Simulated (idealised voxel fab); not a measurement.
Herein follows the process module entitled voxel self aligned vias.
Section shown: cut. Width: 225 nm. Cell size: 5 nm, square.
A cross-section is written here as square cells arranged in a grid, and it is given in bands from the top down, each band taking up one or more rows of cells. The entry gives the band's vertical extent as a top height and a bottom height in nm, then its horizontal make-up as materials from left to right, each with a width in nm. "empty" stands for empty space; a single material marked "edge to edge" fills the band edge to edge. Heights are reckoned from 0. Under this level, the received wafer is all of one material. The bottommost band is open-ended downward, for example "0 -> down". You'd read "30..40" like this: the band's top row of cells is as wide as the first number, its bottom row is as wide as the second, and going down, every row changes width by the same amount as the row before did. "no modification" -> step changed no cross-section cell. In "Listed closed voids" the enclosed voids are listed, meaning empty spaces of 8 cells or larger without any opening to the top. The form is width x height at distance, distance from the left edge, units nm. Read whatever lies past the settings on a step's line as the simulator's own remark about the step. overlay nm: right-of-plan distance of the mask on a masked step; negative values mean left-of-plan.
### The planned process steps are enumerated hereunder
1 RECEIVE, material Si
2 CONFORMAL_DEP, material SiO2, thk nm 15
3 CONFORMAL_DEP, material SiCN, thk nm 5
4 DIRECTIONAL_DEP, material SiO2, thk nm 25
5 MASKED_ETCH, tone open, mask id LINES, width nm 25, pitch nm 55, etch materials SiO2, depth nm 25, overlay nm 0
6 CONFORMAL_DEP, material TiN, thk nm 5
7 FILL_DEP, material W, thk nm 10
8 CMP, height nm 45
9 SELECTIVE_ETCH, etch materials W Ru TiN, depth nm 5
10 FILL_DEP, material SiN, thk nm 5
11 CMP, height nm 45
12 DIRECTIONAL_DEP, material SiO2, thk nm 15
13 MASKED_ETCH, tone open, mask id VIAS, width nm 35, pitch nm 55, etch materials SiO2, depth nm 15, overlay nm 0
14 MASKED_ETCH, tone open, mask id VIAS, width nm 35, pitch nm 55, etch materials SiN, depth nm 5, overlay nm 0
15 CONFORMAL_DEP, material TiN, thk nm 5
16 FILL_DEP, material W, thk nm 10
17 CMP, height nm 60
18 CONFORMAL_DEP, material SiN, thk nm 5
### Cross-section of the wafer at receipt, which is the condition after step 1
> 0 -> down: Si edge to edge
> Listed closed voids: none
### Final wafer profile in cross-section after the module, from the same start and plan as above, with one mistake made during processing
> 65 -> 60: SiN edge to edge
> 60 -> 45: SiO2=65 | TiN=5 | W=25 | TiN=5 | SiO2=20 | TiN=5 | W=25 | TiN=5 | SiO2=70
> 45 -> 40: SiN=65 | TiN=35 | SiN=20 | TiN=35 | SiN=70
> 40 -> 35: TiN=75 | W=15 | TiN=40 | W=15 | TiN=80
> 35 -> 25: SiO2=70 | TiN=5 | W=15 | TiN=5 | SiO2=30 | TiN=5 | W=15 | TiN=5 | SiO2=75
> 25 -> 20: SiO2=70 | TiN=25 | SiO2=30 | TiN=25 | SiO2=75
> 20 -> 15: SiCN edge to edge
> 15 -> 0: SiO2 edge to edge
> 0 -> down: Si edge to edge
> Listed closed voids: none
So what did we get wrong on this run? heads up, step 4 didn't go per plan, it actually ran as DIRECTIONAL_DEP, material SiO2, thk nm 15
